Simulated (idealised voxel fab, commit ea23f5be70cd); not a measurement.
process module | voxel air gaps
cross-section cut | 230 nm wide | cells 5 nm
A cross-section is a grid of square cells, given in bands from the top down. A band is one or more rows of cells.
Each band's line starts with the height of the band's top and of its bottom, in nm. Then come its materials from left to right, each with its width in nm. One material with "throughout" fills the band from edge to edge. "air" is empty space.
Height 0 is the level under which the wafer as received is all one material. The lowest band goes on downwards, as in "0 down".
A width such as "30 to 40" changes by the same amount from each row of cells to the next, from the band's top row to its bottom row.
"no change" after a step means that no cell of the cross-section changed.
closed voids: empty space of 8 cells or more with no open way to the top, each as width x height at its distance from the left edge, in nm
after a step's settings: what the simulator itself notes on the step
overlay nm, on a step with a mask: how far to the right of its planned place the mask lay; to the left if negative
plan
1 op RECEIVE | material Si
2 op CONFORMAL_DEP | material SiO2 | thk nm 10
3 op CONFORMAL_DEP | material SiN | thk nm 5
4 op DIRECTIONAL_DEP | material lowk | thk nm 40
5 op DIRECTIONAL_DEP | material aC | thk nm 15
6 op PATTERN | tone open | mask id LINES | material resist | width nm 20 | pitch nm 45 | thk nm 30 | overlay nm 0
7 op DIRECTIONAL_ETCH | etch materials aC | depth nm 15
8 op STRIP | etch materials resist
9 op DIRECTIONAL_ETCH | etch materials lowk | depth nm 40
10 op STRIP | etch materials aC
11 op CONFORMAL_DEP | material TiN | thk nm 5
12 op FILL_DEP | material Cu | thk nm 5
13 op CMP | height nm 55
14 op EPI | material Ru | thk nm 10
15 op SELECTIVE_ETCH | etch materials lowk | depth nm 50
16 op CONFORMAL_DEP | material SiCN | thk nm 5
as received, after step 1
  0 down: Si throughout
  closed voids: none
a wafer at the end: this start, this plan, one mistake
  70 to 65: SiCN throughout
  65 to 55: Ru throughout
  55 to 20: Cu 55 | TiN 5 | lowk 20 | TiN 5 | Cu 15 | TiN 5 | lowk 20 | TiN 5 | Cu 15 | TiN 5 | lowk 20 | TiN 5 | Cu 55
  20 to 15: TiN 60 | lowk 20 | TiN 25 | lowk 20 | TiN 25 | lowk 20 | TiN 60
  15 to 10: SiN throughout
  10 to 0: SiO2 throughout
  0 down: Si throughout
  closed voids: none
what went wrong: step 6 ran as: op PATTERN | tone cover | mask id LINES | material resist | width nm 20 | pitch nm 45 | thk nm 30 | overlay nm 0
